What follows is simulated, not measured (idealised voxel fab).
process module | voxel transistor to metal
cross-section cut | 290 nm wide | cells 5 nm
A cross-section is a grid of square cells, given in bands from the top down. A band is one or more rows of cells.
Each band's line starts with the height of the band's top and of its bottom, in nm. Then come its materials from left to right, each with its width in nm. One material with "throughout" fills the band from edge to edge. "air" is empty space.
Height 0 is the level under which the wafer as received is all one material. The lowest band goes on downwards, as in "0 down".
A width such as "30 to 40" changes by the same amount from each row of cells to the next, from the band's top row to its bottom row.
"no change" after a step means that no cell of the cross-section changed.
closed voids: empty space of 8 cells or more with no open way to the top, each as width x height at its distance from the left edge, in nm
after a step's settings: what the simulator itself notes on the step
overlay nm, on a step with a mask: how far to the right of its planned place the mask lay; to the left if negative
plan
1 op RECEIVE | material Si
2 op OXIDIZE | depth nm 5
3 op CONFORMAL_DEP | material SiN | thk nm 10
4 op PATTERN | tone cover | mask id ACTIVE | material resist | width nm 115 | pitch nm 140 | thk nm 15 | overlay nm 0
5 op DIRECTIONAL_ETCH | etch materials SiN | depth nm 10
6 op DIRECTIONAL_ETCH | etch materials SiO2 | depth nm 5
7 op DIRECTIONAL_ETCH | etch materials Si | depth nm 20
8 op STRIP | etch materials resist
9 op FILL_DEP | material SiO2 | thk nm 10
10 op CMP | height nm 10
11 op SELECTIVE_ETCH | etch materials SiO2 | depth nm 5
12 op STRIP | etch materials SiN
13 op SELECTIVE_ETCH | etch materials SiO2 | depth nm 5
14 op OXIDIZE | depth nm 5
15 op DIRECTIONAL_DEP | material polySi | thk nm 30
16 op DIRECTIONAL_DEP | material SiCN | thk nm 15
17 op DIRECTIONAL_DEP | material aC | thk nm 10
18 op PATTERN | tone cover | mask id GATE | material resist | width nm 25 | pitch nm 140 | thk nm 25 | overlay nm 0
19 op DIRECTIONAL_ETCH | etch materials aC | depth nm 10
20 op STRIP | etch materials resist
21 op DIRECTIONAL_ETCH | etch materials SiCN | depth nm 25
22 op DIRECTIONAL_ETCH | etch materials polySi | depth nm 40
23 op STRIP | etch materials aC
24 op CONFORMAL_DEP | material SiO2 | thk nm 5
25 op DIRECTIONAL_ETCH | etch materials SiO2 | depth nm 5
26 op CONFORMAL_DEP | material SiN | thk nm 10
27 op DIRECTIONAL_ETCH | etch materials SiN | depth nm 10
28 op DIRECTIONAL_ETCH | etch materials SiO2 | depth nm 5
29 op DIRECTIONAL_ETCH | etch materials Si | depth nm 15
30 op EPI | material SiGe | thk nm 15
31 op FILL_DEP | material SiO2 | thk nm 5
32 op CMP | height nm 40
33 op DIRECTIONAL_DEP | material SiO2 | thk nm 15
34 op MASKED_ETCH | tone open | mask id CONTACT | width nm 30 | etch materials SiO2 | depth nm 50 | overlay nm -10
35 op CONFORMAL_DEP | material TiN | thk nm 5
36 op FILL_DEP | material W | thk nm 5
37 op CMP | height nm 55
38 op CONFORMAL_DEP | material SiN | thk nm 5
39 op DIRECTIONAL_DEP | material lowk | thk nm 15
40 op MASKED_ETCH | tone open | mask id METAL_1 | width nm 20 | etch materials lowk | depth nm 15 | overlay nm 0
41 op MASKED_ETCH | tone open | mask id METAL_1 | width nm 20 | etch materials SiN | depth nm 5 | overlay nm 0
42 op CONFORMAL_DEP | material TiN | thk nm 5
43 op FILL_DEP | material Cu | thk nm 10
44 op CMP | height nm 75
45 op EPI | material Ru | thk nm 5
46 op FILL_DEP | material SiCN | thk nm 5
varied across the wafers: overlay nm of step 34. The plan shows the first wafer's value. All wafers start alike
first wafer as received, after step 1
  0 down: Si throughout
  closed voids: none
each wafer at the end: cells of each material gained (+) or lost (-) since it was received, then its closed voids
overlay nm -10 | +24 Cu | +24 Ru | -200 Si | +122 SiCN | +100 SiGe | +122 SiN | +370 SiO2 | +150 TiN | +88 W | +126 lowk | +60 polySi | closed voids: none
overlay nm -5 | +24 Cu | +24 Ru | -200 Si | +122 SiCN | +100 SiGe | +122 SiN | +370 SiO2 | +150 TiN | +88 W | +126 lowk | +60 polySi | closed voids: none
overlay nm 0 | +24 Cu | +24 Ru | -200 Si | +122 SiCN | +100 SiGe | +122 SiN | +384 SiO2 | +136 TiN | +88 W | +126 lowk | +60 polySi | closed voids: none
overlay nm 5 | +24 Cu | +24 Ru | -200 Si | +122 SiCN | +100 SiGe | +122 SiN | +370 SiO2 | +150 TiN | +88 W | +126 lowk | +60 polySi | closed voids: none
overlay nm 10 | +24 Cu | +24 Ru | -200 Si | +122 SiCN | +100 SiGe | +122 SiN | +370 SiO2 | +150 TiN | +88 W | +126 lowk | +60 polySi | closed voids: none
overlay nm 15 | +24 Cu | +24 Ru | -200 Si | +122 SiCN | +100 SiGe | +122 SiN | +384 SiO2 | +136 TiN | +88 W | +126 lowk | +60 polySi | closed voids: none
